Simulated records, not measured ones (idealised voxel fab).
Process module under the name voxel gate over fins
Pictured: cross-section cut, 255 nm wide, on a grid of 5 nm square cells.
Just so we're on the same page, the cross-sections are grids of square cells, and they're listed out in bands top to bottom, each band one or more rows deep.
Each band's line starts with the height of the band's top and of its bottom, in nm. Then come its materials from left to right, each with its width in nm. One material with "edge to edge" fills the band from edge to edge. "air" is empty space.
Below 0: as-received wafer, all one material; heights counted from there. Lowest band: no bottom, goes on down, written "0 down".
Read "30 to 40" as a graded width: first number on top, second number at the bottom, same change between each pair of neighbouring rows.
Given "everything unchanged" for a step, no cell of the cross-section differs between before and after that step.
For the entry "Closed voids list", the listed items are empty spaces with no open way to the top whose size is 8 cells or more; each item follows the pattern width x height at distance, where distance is from the left edge and all three are in nm.
Anything after a step's settings on that line? It's the simulator's own note about the step.
Regarding "overlay nm": on a step with a mask, it is the distance the mask lay to the right of its planned place; a negative value places it to the left.

THIS SECTION LISTS THE PROCESS STEPS THAT WERE PLANNED
step 1: RECEIVE (material Si)
step 2: CONFORMAL_DEP (material SiN; thk nm 5)
step 3: DIRECTIONAL_DEP (material aC; thk nm 15)
step 4: PATTERN (tone cover; mask id FINS; material resist; width nm 15; pitch nm 35; thk nm 35; overlay nm 0)
step 5: DIRECTIONAL_ETCH (etch materials aC; depth nm 15)
step 6: STRIP (etch materials resist)
step 7: DIRECTIONAL_ETCH (etch materials SiN; depth nm 5)
step 8: DIRECTIONAL_ETCH (etch materials Si; depth nm 30)
step 9: STRIP (etch materials aC)
step 10: FILL_DEP (material SiO2; thk nm 15)
step 11: CMP (height nm 5)
step 12: SELECTIVE_ETCH (etch materials SiO2; depth nm 15)
step 13: STRIP (etch materials SiN)
step 14: CONFORMAL_DEP (material HfO2; thk nm 5)
step 15: CONFORMAL_DEP (material TiN; thk nm 5)
step 16: CONFORMAL_DEP (material TiAl; thk nm 5)
step 17: CONFORMAL_DEP (material TiN; thk nm 5)
step 18: FILL_DEP (material W; thk nm 15)
step 19: CMP (height nm 30)
step 20: CONFORMAL_DEP (material SiN; thk nm 10)

THE FIRST WAFER OF TWO, PROCESSED AS PLANNED

SO THIS IS THE INCOMING WAFER IN CROSS-SECTION - IT'S ALREADY BEEN THROUGH STEP 1
> 0 down = Si edge to edge
> Closed voids list: none

ONCE STEP 2 IS THROUGH, THE WAFER LOOKS LIKE THIS IN CROSS-SECTION
> 5 to 0 = SiN edge to edge
> Under the height 0 nothing was changed.

ONCE STEP 3 IS THROUGH, THE WAFER LOOKS LIKE THIS IN CROSS-SECTION
> 20 to 5 = aC edge to edge
> Under the height 5 nothing was changed.

ONCE STEP 4 IS THROUGH, THE WAFER LOOKS LIKE THIS IN CROSS-SECTION
> 55 to 20 = air 65 / resist 15 / air 20 / resist 15 / air 20 / resist 15 / air 20 / resist 15 / air 70
> Under the height 20 nothing was changed.

ONCE STEP 5 IS THROUGH, THE WAFER LOOKS LIKE THIS IN CROSS-SECTION
> 40 to 20 = air 65 / resist 15 / air 20 / resist 15 / air 20 / resist 15 / air 20 / resist 15 / air 70
> 20 to 5 = air 65 / aC 15 / air 20 / aC 15 / air 20 / aC 15 / air 20 / aC 15 / air 70
> Under the height 5 nothing was changed.

ONCE STEP 6 IS THROUGH, THE WAFER LOOKS LIKE THIS IN CROSS-SECTION
> 20 to 5 = air 65 / aC 15 / air 20 / aC 15 / air 20 / aC 15 / air 20 / aC 15 / air 70
> Under the height 5 nothing was changed.

ONCE STEP 7 IS THROUGH, THE WAFER LOOKS LIKE THIS IN CROSS-SECTION
> 20 to 5 = air 65 / aC 15 / air 20 / aC 15 / air 20 / aC 15 / air 20 / aC 15 / air 70
> 5 to 0 = air 65 / SiN 15 / air 20 / SiN 15 / air 20 / SiN 15 / air 20 / SiN 15 / air 70
> Under the height 0 nothing was changed.

ONCE STEP 8 IS THROUGH, THE WAFER LOOKS LIKE THIS IN CROSS-SECTION
> 20 to 5 = air 65 / aC 15 / air 20 / aC 15 / air 20 / aC 15 / air 20 / aC 15 / air 70
> 5 to 0 = air 65 / SiN 15 / air 20 / SiN 15 / air 20 / SiN 15 / air 20 / SiN 15 / air 70
> 0 to -30 = air 65 / Si 15 / air 20 / Si 15 / air 20 / Si 15 / air 20 / Si 15 / air 70
> Under the height -30 nothing was changed.

ONCE STEP 9 IS THROUGH, THE WAFER LOOKS LIKE THIS IN CROSS-SECTION
> 5 to 0 = air 65 / SiN 15 / air 20 / SiN 15 / air 20 / SiN 15 / air 20 / SiN 15 / air 70
> Under the height 0 nothing was changed.

ONCE STEP 10 IS THROUGH, THE WAFER LOOKS LIKE THIS IN CROSS-SECTION
> 20 to 5 = SiO2 edge to edge
> 5 to 0 = SiO2 65 / SiN 15 / SiO2 20 / SiN 15 / SiO2 20 / SiN 15 / SiO2 20 / SiN 15 / SiO2 70
> 0 to -30 = SiO2 65 / Si 15 / SiO2 20 / Si 15 / SiO2 20 / Si 15 / SiO2 20 / Si 15 / SiO2 70
> Under the height -30 nothing was changed.

ONCE STEP 11 IS THROUGH, THE WAFER LOOKS LIKE THIS IN CROSS-SECTION
> 5 to 0 = SiO2 65 / SiN 15 / SiO2 20 / SiN 15 / SiO2 20 / SiN 15 / SiO2 20 / SiN 15 / SiO2 70
> Under the height 0 nothing was changed.

ONCE STEP 12 IS THROUGH, THE WAFER LOOKS LIKE THIS IN CROSS-SECTION
> 5 to 0 = air 65 / SiN 15 / air 20 / SiN 15 / air 20 / SiN 15 / air 20 / SiN 15 / air 70
> 0 to -10 = air 65 / Si 15 / air 20 / Si 15 / air 20 / Si 15 / air 20 / Si 15 / air 70
> Under the height -10 nothing was changed.

ONCE STEP 13 IS THROUGH, THE WAFER LOOKS LIKE THIS IN CROSS-SECTION
> 0 to -10 = air 65 / Si 15 / air 20 / Si 15 / air 20 / Si 15 / air 20 / Si 15 / air 70
> Under the height -10 nothing was changed.

ONCE STEP 14 IS THROUGH, THE WAFER LOOKS LIKE THIS IN CROSS-SECTION
> 5 to 0 = air 60 / HfO2 25 / air 10 / HfO2 25 / air 10 / HfO2 25 / air 10 / HfO2 25 / air 65
> 0 to -5 = air 60 / HfO2 5 / Si 15 / HfO2 5 / air 10 / HfO2 5 / Si 15 / HfO2 5 / air 10 / HfO2 5 / Si 15 / HfO2 5 / air 10 / HfO2 5 / Si 15 / HfO2 5 / air 65
> -5 to -10 = HfO2 65 / Si 15 / HfO2 20 / Si 15 / HfO2 20 / Si 15 / HfO2 20 / Si 15 / HfO2 70
> Under the height -10 nothing was changed.

ONCE STEP 15 IS THROUGH, THE WAFER LOOKS LIKE THIS IN CROSS-SECTION
> 10 to 5 = air 55 / TiN 140 / air 60
> 5 to 0 = air 55 / TiN 5 / HfO2 25 / TiN 10 / HfO2 25 / TiN 10 / HfO2 25 / TiN 10 / HfO2 25 / TiN 5 / air 60
> 0 to -5 = TiN 60 / HfO2 5 / Si 15 / HfO2 5 / TiN 10 / HfO2 5 / Si 15 / HfO2 5 / TiN 10 / HfO2 5 / Si 15 / HfO2 5 / TiN 10 / HfO2 5 / Si 15 / HfO2 5 / TiN 65
> Under the height -5 nothing was changed.

ONCE STEP 16 IS THROUGH, THE WAFER LOOKS LIKE THIS IN CROSS-SECTION
> 15 to 10 = air 50 / TiAl 150 / air 55
> 10 to 5 = air 50 / TiAl 5 / TiN 140 / TiAl 5 / air 55
> 5 to 0 = TiAl 55 / TiN 5 / HfO2 25 / TiN 10 / HfO2 25 / TiN 10 / HfO2 25 / TiN 10 / HfO2 25 / TiN 5 / TiAl 60
> Under the height 0 nothing was changed.

ONCE STEP 17 IS THROUGH, THE WAFER LOOKS LIKE THIS IN CROSS-SECTION
> 20 to 15 = air 45 / TiN 160 / air 50
> 15 to 10 = air 45 / TiN 5 / TiAl 150 / TiN 5 / air 50
> 10 to 5 = TiN 50 / TiAl 5 / TiN 140 / TiAl 5 / TiN 55
> Under the height 5 nothing was changed.

ONCE STEP 18 IS THROUGH, THE WAFER LOOKS LIKE THIS IN CROSS-SECTION
> 35 to 20 = W edge to edge
> 20 to 15 = W 45 / TiN 160 / W 50
> 15 to 10 = W 45 / TiN 5 / TiAl 150 / TiN 5 / W 50
> Under the height 10 nothing was changed.

ONCE STEP 19 IS THROUGH, THE WAFER LOOKS LIKE THIS IN CROSS-SECTION
> 30 to 20 = W edge to edge
> Under the height 20 nothing was changed.

ONCE STEP 20 IS THROUGH, THE WAFER LOOKS LIKE THIS IN CROSS-SECTION
> 40 to 30 = SiN edge to edge
> Under the height 30 nothing was changed.

SECOND WAFER - SHARED START AND PLAN WITH THE FIRST - ONE ERROR IN RUNNING - SAME AS THE FIRST UP TO STEP 13 INCLUSIVE

Second wafer, cut view, end of step 14 per plan: everything unchanged

SECOND WAFER, CUT VIEW, END OF STEP 15 PER PLAN
> 5 to 0 = air 60 / TiN 25 / air 10 / TiN 25 / air 10 / TiN 25 / air 10 / TiN 25 / air 65
> 0 to -5 = air 60 / TiN 5 / Si 15 / TiN 5 / air 10 / TiN 5 / Si 15 / TiN 5 / air 10 / TiN 5 / Si 15 / TiN 5 / air 10 / TiN 5 / Si 15 / TiN 5 / air 65
> -5 to -10 = TiN 65 / Si 15 / TiN 20 / Si 15 / TiN 20 / Si 15 / TiN 20 / Si 15 / TiN 70
> Under the height -10 nothing was changed.

SECOND WAFER, CUT VIEW, END OF STEP 16 PER PLAN
> 10 to 5 = air 55 / TiAl 140 / air 60
> 5 to 0 = air 55 / TiAl 5 / TiN 25 / TiAl 10 / TiN 25 / TiAl 10 / TiN 25 / TiAl 10 / TiN 25 / TiAl 5 / air 60
> 0 to -5 = TiAl 60 / TiN 5 / Si 15 / TiN 5 / TiAl 10 / TiN 5 / Si 15 / TiN 5 / TiAl 10 / TiN 5 / Si 15 / TiN 5 / TiAl 10 / TiN 5 / Si 15 / TiN 5 / TiAl 65
> Under the height -5 nothing was changed.

SECOND WAFER, CUT VIEW, END OF STEP 17 PER PLAN
> 15 to 10 = air 50 / TiN 150 / air 55
> 10 to 5 = air 50 / TiN 5 / TiAl 140 / TiN 5 / air 55
> 5 to 0 = TiN 55 / TiAl 5 / TiN 25 / TiAl 10 / TiN 25 / TiAl 10 / TiN 25 / TiAl 10 / TiN 25 / TiAl 5 / TiN 60
> Under the height 0 nothing was changed.

SECOND WAFER, CUT VIEW, END OF STEP 18 PER PLAN
> 30 to 15 = W edge to edge
> 15 to 10 = W 50 / TiN 150 / W 55
> 10 to 5 = W 50 / TiN 5 / TiAl 140 / TiN 5 / W 55
> Under the height 5 nothing was changed.

Second wafer, cut view, end of step 19 per plan: everything unchanged

SECOND WAFER, CUT VIEW, END OF STEP 20 PER PLAN
> 40 to 30 = SiN edge to edge
> Under the height 30 nothing was changed.
Where did the run depart from the plan? step 14 of the plan was bypassed and not carried out
Count the cells at the end and the second wafer has more or fewer of some materials than the first: HfO2: 67 fewer; TiAl: 12 more; W: 55 more
